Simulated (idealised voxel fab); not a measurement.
This section sets out a process module, namely voxel trench capacitor.
Each square cell in cross-section cut measures 5 nm, and the section as a whole is 270 nm wide.
A cross-section is written here as square cells arranged in a grid, and it is given in bands from the top down, each band taking up one or more rows of cells. Quick guide to a band line: top height, bottom height (nm) up front; then every material left to right with its width in nm. Only one material and it's marked "throughout"? Then it fills the band edge to edge. And "blank" just means empty space. Height datum 0, below which the as-received substrate wafer is one material. Lowest band open at the bottom, running downward: "top 0, no bottom". The width entry "30 to 40" should be interpreted row by row: the top row of cells in the band takes the first number, the bottom row takes the second number, and the change between adjacent rows is uniform throughout. "nothing was modified" after a step means that no cell of the cross-section changed. Closed empty spaces (no open way to the top) of 8 cells or more are what "Closed void register" lists, each as width x height at distance from the left edge, nm for all three. Step line, after settings: the simulator's comment on this step. overlay nm: step with mask; distance mask lay right of planned place; negative value = left of planned place.

Process steps foreseen in the plan
1,RECEIVE, material Si
2,CONFORMAL_DEP, material SiN, thk nm 5
3,DIRECTIONAL_DEP, material aC, thk nm 15
4,PATTERN, tone open, mask id TRENCH, material resist, width nm 25, pitch nm 45, thk nm 35, overlay nm 0
5,DIRECTIONAL_ETCH, etch materials aC, depth nm 15
6,STRIP, etch materials resist
7,DIRECTIONAL_ETCH, etch materials SiN, depth nm 5
8,DIRECTIONAL_ETCH, etch materials Si, depth nm 25
9,STRIP, etch materials aC
10,CONFORMAL_DEP, material Al2O3, thk nm 5
11,FILL_DEP, material polySi, thk nm 5
12,CMP, height nm 5

On the first of the two wafers: run conducted according to plan

The cross-section here shows the wafer as received, i.e. in its state after step 1
	top 0, no bottom | Si throughout
	Closed void register: none

Cross-section of the wafer subsequent to step 2
	top 5, bottom 0 | SiN throughout
	Anything lower than 0 is untouched.

Cross-section of the wafer subsequent to step 3
	top 20, bottom 5 | aC throughout
	Anything lower than 5 is untouched.

Cross-section of the wafer subsequent to step 4
	top 55, bottom 20 | 100 nm resist | 25 nm blank | 20 nm resist | 25 nm blank | 100 nm resist
	Anything lower than 20 is untouched.

Cross-section of the wafer subsequent to step 5
	top 40, bottom 20 | 100 nm resist | 25 nm blank | 20 nm resist | 25 nm blank | 100 nm resist
	top 20, bottom 5 | 100 nm aC | 25 nm blank | 20 nm aC | 25 nm blank | 100 nm aC
	Anything lower than 5 is untouched.

Cross-section of the wafer subsequent to step 6
	top 20, bottom 5 | 100 nm aC | 25 nm blank | 20 nm aC | 25 nm blank | 100 nm aC
	Anything lower than 5 is untouched.

Cross-section of the wafer subsequent to step 7
	top 20, bottom 5 | 100 nm aC | 25 nm blank | 20 nm aC | 25 nm blank | 100 nm aC
	top 5, bottom 0 | 100 nm SiN | 25 nm blank | 20 nm SiN | 25 nm blank | 100 nm SiN
	Anything lower than 0 is untouched.

Cross-section of the wafer subsequent to step 8
	top 20, bottom 5 | 100 nm aC | 25 nm blank | 20 nm aC | 25 nm blank | 100 nm aC
	top 5, bottom 0 | 100 nm SiN | 25 nm blank | 20 nm SiN | 25 nm blank | 100 nm SiN
	top 0, bottom -25 | 100 nm Si | 25 nm blank | 20 nm Si | 25 nm blank | 100 nm Si
	Anything lower than -25 is untouched.

Cross-section of the wafer subsequent to step 9
	top 5, bottom 0 | 100 nm SiN | 25 nm blank | 20 nm SiN | 25 nm blank | 100 nm SiN
	Anything lower than 0 is untouched.

Cross-section of the wafer subsequent to step 10
	top 10, bottom 5 | 105 nm Al2O3 | 15 nm blank | 30 nm Al2O3 | 15 nm blank | 105 nm Al2O3
	top 5, bottom 0 | 100 nm SiN | 5 nm Al2O3 | 15 nm blank | 5 nm Al2O3 | 20 nm SiN | 5 nm Al2O3 | 15 nm blank | 5 nm Al2O3 | 100 nm SiN
	top 0, bottom -20 | 100 nm Si | 5 nm Al2O3 | 15 nm blank | 5 nm Al2O3 | 20 nm Si | 5 nm Al2O3 | 15 nm blank | 5 nm Al2O3 | 100 nm Si
	top -20, bottom -25 | 100 nm Si | 25 nm Al2O3 | 20 nm Si | 25 nm Al2O3 | 100 nm Si
	Anything lower than -25 is untouched.

Cross-section of the wafer subsequent to step 11
	top 15, bottom 10 | polySi throughout
	top 10, bottom 5 | 105 nm Al2O3 | 15 nm polySi | 30 nm Al2O3 | 15 nm polySi | 105 nm Al2O3
	top 5, bottom 0 | 100 nm SiN | 5 nm Al2O3 | 15 nm polySi | 5 nm Al2O3 | 20 nm SiN | 5 nm Al2O3 | 15 nm polySi | 5 nm Al2O3 | 100 nm SiN
	top 0, bottom -20 | 100 nm Si | 5 nm Al2O3 | 15 nm polySi | 5 nm Al2O3 | 20 nm Si | 5 nm Al2O3 | 15 nm polySi | 5 nm Al2O3 | 100 nm Si
	Anything lower than -20 is untouched.

Cross-section of the wafer subsequent to step 12
	top 5, bottom 0 | 100 nm SiN | 5 nm Al2O3 | 15 nm polySi | 5 nm Al2O3 | 20 nm SiN | 5 nm Al2O3 | 15 nm polySi | 5 nm Al2O3 | 100 nm SiN
	Anything lower than 0 is untouched.

Second wafer, same starting state and plan as the first, one mistake in the run, identical through step 7

X-section, second wafer, when step 8 was due to finish
	top 20, bottom 5 | 100 nm aC | 25 nm blank | 20 nm aC | 25 nm blank | 100 nm aC
	top 5, bottom 0 | 100 nm SiN | 25 nm blank | 20 nm SiN | 25 nm blank | 100 nm SiN
	top 0, bottom -35 | 100 nm Si | 25 nm blank | 20 nm Si | 25 nm blank | 100 nm Si
	Anything lower than -35 is untouched.

X-section, second wafer, when step 9 was due to finish
	top 5, bottom 0 | 100 nm SiN | 25 nm blank | 20 nm SiN | 25 nm blank | 100 nm SiN
	Anything lower than 0 is untouched.

X-section, second wafer, when step 10 was due to finish
	top 10, bottom 5 | 105 nm Al2O3 | 15 nm blank | 30 nm Al2O3 | 15 nm blank | 105 nm Al2O3
	top 5, bottom 0 | 100 nm SiN | 5 nm Al2O3 | 15 nm blank | 5 nm Al2O3 | 20 nm SiN | 5 nm Al2O3 | 15 nm blank | 5 nm Al2O3 | 100 nm SiN
	top 0, bottom -30 | 100 nm Si | 5 nm Al2O3 | 15 nm blank | 5 nm Al2O3 | 20 nm Si | 5 nm Al2O3 | 15 nm blank | 5 nm Al2O3 | 100 nm Si
	top -30, bottom -35 | 100 nm Si | 25 nm Al2O3 | 20 nm Si | 25 nm Al2O3 | 100 nm Si
	Anything lower than -35 is untouched.

X-section, second wafer, when step 11 was due to finish
	top 15, bottom 10 | polySi throughout
	top 10, bottom 5 | 105 nm Al2O3 | 15 nm polySi | 30 nm Al2O3 | 15 nm polySi | 105 nm Al2O3
	top 5, bottom 0 | 100 nm SiN | 5 nm Al2O3 | 15 nm polySi | 5 nm Al2O3 | 20 nm SiN | 5 nm Al2O3 | 15 nm polySi | 5 nm Al2O3 | 100 nm SiN
	top 0, bottom -30 | 100 nm Si | 5 nm Al2O3 | 15 nm polySi | 5 nm Al2O3 | 20 nm Si | 5 nm Al2O3 | 15 nm polySi | 5 nm Al2O3 | 100 nm Si
	Anything lower than -30 is untouched.

X-section, second wafer, when step 12 was due to finish
	top 5, bottom 0 | 100 nm SiN | 5 nm Al2O3 | 15 nm polySi | 5 nm Al2O3 | 20 nm SiN | 5 nm Al2O3 | 15 nm polySi | 5 nm Al2O3 | 100 nm SiN
	Anything lower than 0 is untouched.
Plan not followed: step 8 ran differently from the plan; actual operation with settings: DIRECTIONAL_ETCH, etch materials Si, depth nm 35
The closing comparison, in cells, has the second wafer with more or fewer of some materials than the first: Al2O3: 8 more; Si: 20 fewer; polySi: 12 more
